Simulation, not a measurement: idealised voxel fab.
The following process module bears the name voxel self aligned vias.
Pictured: cross-section cut, 260 nm wide, on a grid of 5 nm square cells.
When this document writes out a cross-section, it uses a grid of square cells and lists it as bands, beginning at the top and moving down, with a band standing for one or more rows of cells. Each band's line starts with the height of the band's top and of its bottom, in nm. Then come its materials from left to right, each with its width in nm. One material with "everywhere" fills the band from edge to edge. "blank" is empty space. Basically, 0 is our baseline, since under it the wafer straight out of the box is all one material. The bottom band has no lower end and keeps on going down, so it looks like "top 0, no bottom". Read "30 to 40" as a graded width: first number on top, second number at the bottom, same change between each pair of neighbouring rows. "remains unaltered" for a step: no cell of the cross-section changed in that step. Closed-off voids of 8+ cells (no open route to the top) go in "Unvented voids", written width x height at distance from the left edge, in nm. On each step's line, the part that comes after the settings is the simulator's own comment on the step. overlay nm: right-of-plan distance of the mask on a masked step; negative values mean left-of-plan.

**These are the steps we planned for the process**
| 1 | RECEIVE with material Si |
| 2 | CONFORMAL_DEP with material SiO2, thk nm 10 |
| 3 | CONFORMAL_DEP with material SiCN, thk nm 5 |
| 4 | DIRECTIONAL_DEP with material lowk, thk nm 30 |
| 5 | PATTERN with tone open, mask id LINES, material resist, width nm 20, pitch nm 50, thk nm 20, overlay nm 0 |
| 6 | DIRECTIONAL_ETCH with etch materials lowk, depth nm 30 |
| 7 | STRIP with etch materials resist |
| 8 | CONFORMAL_DEP with material TiN, thk nm 5 |
| 9 | FILL_DEP with material W, thk nm 10 |
| 10 | CMP with height nm 45 |
| 11 | SELECTIVE_ETCH with etch materials W Ru TiN, depth nm 5 |
| 12 | FILL_DEP with material SiN, thk nm 10 |
| 13 | CMP with height nm 45 |
| 14 | DIRECTIONAL_DEP with material lowk, thk nm 20 |
| 15 | MASKED_ETCH with tone open, mask id VIAS, width nm 30, etch materials lowk, depth nm 20, overlay nm 0 |
| 16 | MASKED_ETCH with tone open, mask id VIAS, width nm 30, etch materials SiN, depth nm 5, overlay nm 0 |
| 17 | CONFORMAL_DEP with material TiN, thk nm 5 |
| 18 | FILL_DEP with material Cu, thk nm 5 |
| 19 | CMP with height nm 65 |
| 20 | CONFORMAL_DEP with material SiCN, thk nm 5 |

**first wafer, as planned**

**As-received state of the wafer in cross-section, equivalent to post-step 1**
> top 0, no bottom: Si everywhere
> Unvented voids: none

**Cross-section: wafer state after step 2**
> top 10, bottom 0: SiO2 everywhere
> Everything under 0 stays put, no change at all.

**Cross-section: wafer state after step 3**
> top 15, bottom 10: SiCN everywhere
> Everything under 10 stays put, no change at all.

**Cross-section: wafer state after step 4**
> top 45, bottom 15: lowk everywhere
> Everything under 15 stays put, no change at all.

**Cross-section: wafer state after step 5**
> top 65, bottom 45: 95 resist | 20 blank | 30 resist | 20 blank | 95 resist
> Everything under 45 stays put, no change at all.

**Cross-section: wafer state after step 6**
> top 65, bottom 45: 95 resist | 20 blank | 30 resist | 20 blank | 95 resist
> top 45, bottom 15: 95 lowk | 20 blank | 30 lowk | 20 blank | 95 lowk
> Everything under 15 stays put, no change at all.

**Cross-section: wafer state after step 7**
> top 45, bottom 15: 95 lowk | 20 blank | 30 lowk | 20 blank | 95 lowk
> Everything under 15 stays put, no change at all.

**Cross-section: wafer state after step 8**
> top 50, bottom 45: 100 TiN | 10 blank | 40 TiN | 10 blank | 100 TiN
> top 45, bottom 20: 95 lowk | 5 TiN | 10 blank | 5 TiN | 30 lowk | 5 TiN | 10 blank | 5 TiN | 95 lowk
> top 20, bottom 15: 95 lowk | 20 TiN | 30 lowk | 20 TiN | 95 lowk
> Everything under 15 stays put, no change at all.

**Cross-section: wafer state after step 9**
> top 60, bottom 50: W everywhere
> top 50, bottom 45: 100 TiN | 10 W | 40 TiN | 10 W | 100 TiN
> top 45, bottom 20: 95 lowk | 5 TiN | 10 W | 5 TiN | 30 lowk | 5 TiN | 10 W | 5 TiN | 95 lowk
> Everything under 20 stays put, no change at all.

**Cross-section: wafer state after step 10**
> top 45, bottom 20: 95 lowk | 5 TiN | 10 W | 5 TiN | 30 lowk | 5 TiN | 10 W | 5 TiN | 95 lowk
> Everything under 20 stays put, no change at all.

**Cross-section: wafer state after step 11**
> top 45, bottom 40: 95 lowk | 20 blank | 30 lowk | 20 blank | 95 lowk
> Everything under 40 stays put, no change at all.

**Cross-section: wafer state after step 12**
> top 55, bottom 45: SiN everywhere
> top 45, bottom 40: 95 lowk | 20 SiN | 30 lowk | 20 SiN | 95 lowk
> Everything under 40 stays put, no change at all.

**Cross-section: wafer state after step 13**
> top 45, bottom 40: 95 lowk | 20 SiN | 30 lowk | 20 SiN | 95 lowk
> Everything under 40 stays put, no change at all.

**Cross-section: wafer state after step 14**
> top 65, bottom 45: lowk everywhere
> Everything under 45 stays put, no change at all.

**Cross-section: wafer state after step 15**
> top 65, bottom 45: 90 lowk | 30 blank | 140 lowk
> Everything under 45 stays put, no change at all.

**Cross-section: wafer state after step 16**
> top 65, bottom 45: 90 lowk | 30 blank | 140 lowk
> top 45, bottom 40: 95 lowk | 20 blank | 30 lowk | 20 SiN | 95 lowk
> Everything under 40 stays put, no change at all.

**Cross-section: wafer state after step 17**
> top 70, bottom 65: 95 TiN | 20 blank | 145 TiN
> top 65, bottom 50: 90 lowk | 5 TiN | 20 blank | 5 TiN | 140 lowk
> top 50, bottom 45: 90 lowk | 10 TiN | 10 blank | 10 TiN | 140 lowk
> top 45, bottom 40: 95 lowk | 20 TiN | 30 lowk | 20 SiN | 95 lowk
> Everything under 40 stays put, no change at all.

**Cross-section: wafer state after step 18**
> top 75, bottom 70: Cu everywhere
> top 70, bottom 65: 95 TiN | 20 Cu | 145 TiN
> top 65, bottom 50: 90 lowk | 5 TiN | 20 Cu | 5 TiN | 140 lowk
> top 50, bottom 45: 90 lowk | 10 TiN | 10 Cu | 10 TiN | 140 lowk
> Everything under 45 stays put, no change at all.

**Cross-section: wafer state after step 19**
> top 65, bottom 50: 90 lowk | 5 TiN | 20 Cu | 5 TiN | 140 lowk
> Everything under 50 stays put, no change at all.

**Cross-section: wafer state after step 20**
> top 70, bottom 65: SiCN everywhere
> Everything under 65 stays put, no change at all.

**The second wafer: identical to the first at the outset and in its planned sequence, differing only in that one mistake was made during processing; up to and including step 1, its path is the first wafer's path**

**Second wafer, sectioned view, at step 2's planned end time**
> top 10, bottom 0: Cu everywhere
> Everything under 0 stays put, no change at all.

**Second wafer, sectioned view, at step 3's planned end time**
> top 15, bottom 10: SiCN everywhere
> Everything under 10 stays put, no change at all.

**Second wafer, sectioned view, at step 4's planned end time**
> top 45, bottom 15: lowk everywhere
> Everything under 15 stays put, no change at all.

**Second wafer, sectioned view, at step 5's planned end time**
> top 65, bottom 45: 95 resist | 20 blank | 30 resist | 20 blank | 95 resist
> Everything under 45 stays put, no change at all.

**Second wafer, sectioned view, at step 6's planned end time**
> top 65, bottom 45: 95 resist | 20 blank | 30 resist | 20 blank | 95 resist
> top 45, bottom 15: 95 lowk | 20 blank | 30 lowk | 20 blank | 95 lowk
> Everything under 15 stays put, no change at all.

**Second wafer, sectioned view, at step 7's planned end time**
> top 45, bottom 15: 95 lowk | 20 blank | 30 lowk | 20 blank | 95 lowk
> Everything under 15 stays put, no change at all.

**Second wafer, sectioned view, at step 8's planned end time**
> top 50, bottom 45: 100 TiN | 10 blank | 40 TiN | 10 blank | 100 TiN
> top 45, bottom 20: 95 lowk | 5 TiN | 10 blank | 5 TiN | 30 lowk | 5 TiN | 10 blank | 5 TiN | 95 lowk
> top 20, bottom 15: 95 lowk | 20 TiN | 30 lowk | 20 TiN | 95 lowk
> Everything under 15 stays put, no change at all.

**Second wafer, sectioned view, at step 9's planned end time**
> top 60, bottom 50: W everywhere
> top 50, bottom 45: 100 TiN | 10 W | 40 TiN | 10 W | 100 TiN
> top 45, bottom 20: 95 lowk | 5 TiN | 10 W | 5 TiN | 30 lowk | 5 TiN | 10 W | 5 TiN | 95 lowk
> Everything under 20 stays put, no change at all.

**Second wafer, sectioned view, at step 10's planned end time**
> top 45, bottom 20: 95 lowk | 5 TiN | 10 W | 5 TiN | 30 lowk | 5 TiN | 10 W | 5 TiN | 95 lowk
> Everything under 20 stays put, no change at all.

**Second wafer, sectioned view, at step 11's planned end time**
> top 45, bottom 40: 95 lowk | 20 blank | 30 lowk | 20 blank | 95 lowk
> Everything under 40 stays put, no change at all.

**Second wafer, sectioned view, at step 12's planned end time**
> top 55, bottom 45: SiN everywhere
> top 45, bottom 40: 95 lowk | 20 SiN | 30 lowk | 20 SiN | 95 lowk
> Everything under 40 stays put, no change at all.

**Second wafer, sectioned view, at step 13's planned end time**
> top 45, bottom 40: 95 lowk | 20 SiN | 30 lowk | 20 SiN | 95 lowk
> Everything under 40 stays put, no change at all.

**Second wafer, sectioned view, at step 14's planned end time**
> top 65, bottom 45: lowk everywhere
> Everything under 45 stays put, no change at all.

**Second wafer, sectioned view, at step 15's planned end time**
> top 65, bottom 45: 90 lowk | 30 blank | 140 lowk
> Everything under 45 stays put, no change at all.

**Second wafer, sectioned view, at step 16's planned end time**
> top 65, bottom 45: 90 lowk | 30 blank | 140 lowk
> top 45, bottom 40: 95 lowk | 20 blank | 30 lowk | 20 SiN | 95 lowk
> Everything under 40 stays put, no change at all.

**Second wafer, sectioned view, at step 17's planned end time**
> top 70, bottom 65: 95 TiN | 20 blank | 145 TiN
> top 65, bottom 50: 90 lowk | 5 TiN | 20 blank | 5 TiN | 140 lowk
> top 50, bottom 45: 90 lowk | 10 TiN | 10 blank | 10 TiN | 140 lowk
> top 45, bottom 40: 95 lowk | 20 TiN | 30 lowk | 20 SiN | 95 lowk
> Everything under 40 stays put, no change at all.

**Second wafer, sectioned view, at step 18's planned end time**
> top 75, bottom 70: Cu everywhere
> top 70, bottom 65: 95 TiN | 20 Cu | 145 TiN
> top 65, bottom 50: 90 lowk | 5 TiN | 20 Cu | 5 TiN | 140 lowk
> top 50, bottom 45: 90 lowk | 10 TiN | 10 Cu | 10 TiN | 140 lowk
> Everything under 45 stays put, no change at all.

**Second wafer, sectioned view, at step 19's planned end time**
> top 65, bottom 50: 90 lowk | 5 TiN | 20 Cu | 5 TiN | 140 lowk
> Everything under 50 stays put, no change at all.

**Second wafer, sectioned view, at step 20's planned end time**
> top 70, bottom 65: SiCN everywhere
> Everything under 65 stays put, no change at all.
Plan not followed: not per plan at step 2, really ran CONFORMAL_DEP with material Cu, thk nm 10
Once processing is complete, comparing cell counts shows that the second wafer has more or fewer of certain materials than the first: Cu: 104 more | SiO2: 104 fewer
